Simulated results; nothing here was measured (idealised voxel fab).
The name of this process module is voxel capacitor over wiring.
Section cut is 225 nm wide and gridded with 5 nm square cells.
Bands, listed from the top down, are how a cross-section gets written in this document; the cross-section itself is a grid of square cells, and a band is one or more rows of them. What a band's entry tells you: where the top is and where the bottom is, as heights in nm, and after that what lies inside, material by material from left to right, each with its width in nm. Empty space is written as the word "blank", and a single material marked with the word "everywhere" occupies the band from edge to edge. A quick word on heights: they are counted from 0, and under that level the wafer as it came to us is one material throughout. The lowest band is different from the rest in having no bottom; it simply continues downward, written as in "0..down". The width entry "30..40" should be interpreted row by row: the top row of cells in the band takes the first number, the bottom row takes the second number, and the change between adjacent rows is uniform throughout. Given "changes: none" for a step, no cell of the cross-section differs between before and after that step. The entry titled "Enclosed internal voids" provides the empty spaces that have no open way to the top, restricted to those of 8 cells or more. Each is presented as width x height at distance, the distance being measured from the left edge, with all three in nm. after a step's settings: what the simulator itself notes on the step. overlay nm: mask right of planned place by this much (step with mask). Neg. = left.
THE FOLLOWING LIST GIVES THE PLANNED PROCESS STEPS
step 1: RECEIVE, material Si
step 2: CONFORMAL_DEP, material SiO2, thk nm 15
step 3: DIRECTIONAL_DEP, material TiN, thk nm 5
step 4: DIRECTIONAL_DEP, material W, thk nm 15
step 5: DIRECTIONAL_DEP, material aC, thk nm 10
step 6: PATTERN, tone cover, mask id METAL_1, material resist, width nm 30, pitch nm 95, thk nm 30, overlay nm 0
step 7: DIRECTIONAL_ETCH, etch materials aC, depth nm 10
step 8: STRIP, etch materials resist
step 9: DIRECTIONAL_ETCH, etch materials W, depth nm 15
step 10: DIRECTIONAL_ETCH, etch materials TiN, depth nm 5
step 11: STRIP, etch materials aC
step 12: CONFORMAL_DEP, material SiN, thk nm 5
step 13: FILL_DEP, material lowk, thk nm 10
step 14: CMP, height nm 35
step 15: CONFORMAL_DEP, material SiCN, thk nm 5
step 16: DIRECTIONAL_DEP, material SiO2, thk nm 20
step 17: PATTERN, tone open, mask id PLUG_1, material resist, width nm 15, thk nm 20, overlay nm 0
step 18: DIRECTIONAL_ETCH, etch materials SiO2, depth nm 20
step 19: DIRECTIONAL_ETCH, etch materials SiCN, depth nm 5
step 20: STRIP, etch materials resist
step 21: EPI, material Ru, thk nm 10
step 22: EPI, material Ru, thk nm 10
step 23: EPI, material Ru, thk nm 5
step 24: DIRECTIONAL_DEP, material TiN, thk nm 5
step 25: DIRECTIONAL_DEP, material Al2O3, thk nm 5
step 26: DIRECTIONAL_DEP, material TiN, thk nm 10
step 27: PATTERN, tone cover, mask id UPPER_PLATE, material resist, width nm 70, thk nm 20, overlay nm 0
step 28: DIRECTIONAL_ETCH, etch materials TiN, depth nm 10
step 29: DIRECTIONAL_ETCH, etch materials Al2O3, depth nm 5
step 30: STRIP, etch materials resist
step 31: PATTERN, tone cover, mask id LOWER_PLATE, material resist, width nm 80, thk nm 15, overlay nm 0
step 32: DIRECTIONAL_ETCH, etch materials TiN, depth nm 5
step 33: STRIP, etch materials resist
step 34: FILL_DEP, material SiO2, thk nm 20
step 35: CMP, height nm 95
step 36: MASKED_ETCH, tone open, mask id PLUG_2, width nm 15, etch materials SiO2, depth nm 15, overlay nm 0
step 37: CONFORMAL_DEP, material TiN, thk nm 5
step 38: FILL_DEP, material W, thk nm 10
step 39: CMP, height nm 95
step 40: CONFORMAL_DEP, material SiCN, thk nm 5
CROSS-SECTION OF THE INCOMING WAFER, STATE AFTER STEP 1
	0..down: Si everywhere
	Enclosed internal voids: none
HERE'S THE CROSS-SECTION OF THE FIRST OF OUR TWO WAFERS AT THE END OF THE MODULE - IT RAN AS PLANNED
	100..95: SiCN everywhere
	95..85: SiO2: 75  TiN: 5  W: 5  TiN: 5  SiO2: 135
	85..80: SiO2: 75  TiN: 15  SiO2: 135
	80..70: SiO2: 65  TiN: 70  SiO2: 90
	70..65: SiO2: 65  Al2O3: 70  SiO2: 90
	65..60: SiO2: 60  TiN: 80  SiO2: 85
	60..40: SiO2: 65  Ru: 15  SiO2: 145
	40..35: SiCN: 65  Ru: 15  SiCN: 145
	35..20: lowk: 45  SiN: 5  W: 30  SiN: 5  lowk: 55  SiN: 5  W: 30  SiN: 5  lowk: 45
	20..15: SiN: 50  TiN: 30  SiN: 65  TiN: 30  SiN: 50
	15..0: SiO2 everywhere
	0..down: Si everywhere
	Enclosed internal voids: none
WAFER TWO CROSS-SECTION, MODULE END. START AND PLAN UNCHANGED FROM WAFER ONE; ONE MISTAKE MADE DURING THE RUN
	100..95: SiCN everywhere
	95..85: SiO2: 75  TiN: 5  W: 5  TiN: 5  SiO2: 135
	85..80: SiO2: 75  TiN: 15  SiO2: 135
	80..70: SiO2: 65  TiN: 70  SiO2: 90
	70..65: SiO2: 65  Al2O3: 70  SiO2: 90
	65..60: SiO2: 60  TiN: 80  SiO2: 85
	60..40: SiO2: 65  Ru: 15  SiO2: 145
	40..35: SiCN: 65  Ru: 15  SiCN: 145
	35..25: lowk: 45  SiN: 5  W: 30  SiN: 5  lowk: 55  SiN: 5  W: 30  SiN: 5  lowk: 45
	25..20: SiN: 50  W: 30  SiN: 65  W: 30  SiN: 50
	20..5: SiO2 everywhere
	5..0: TiN everywhere
	0..down: Si everywhere
	Enclosed internal voids: none
Finding, execution versus plan: swap of plan steps 2 and 3 during execution
It is noted that, at the conclusion of processing, the second wafer exhibits a higher or lower cell count for certain materials relative to the first: SiN -4, TiN +33, lowk -29
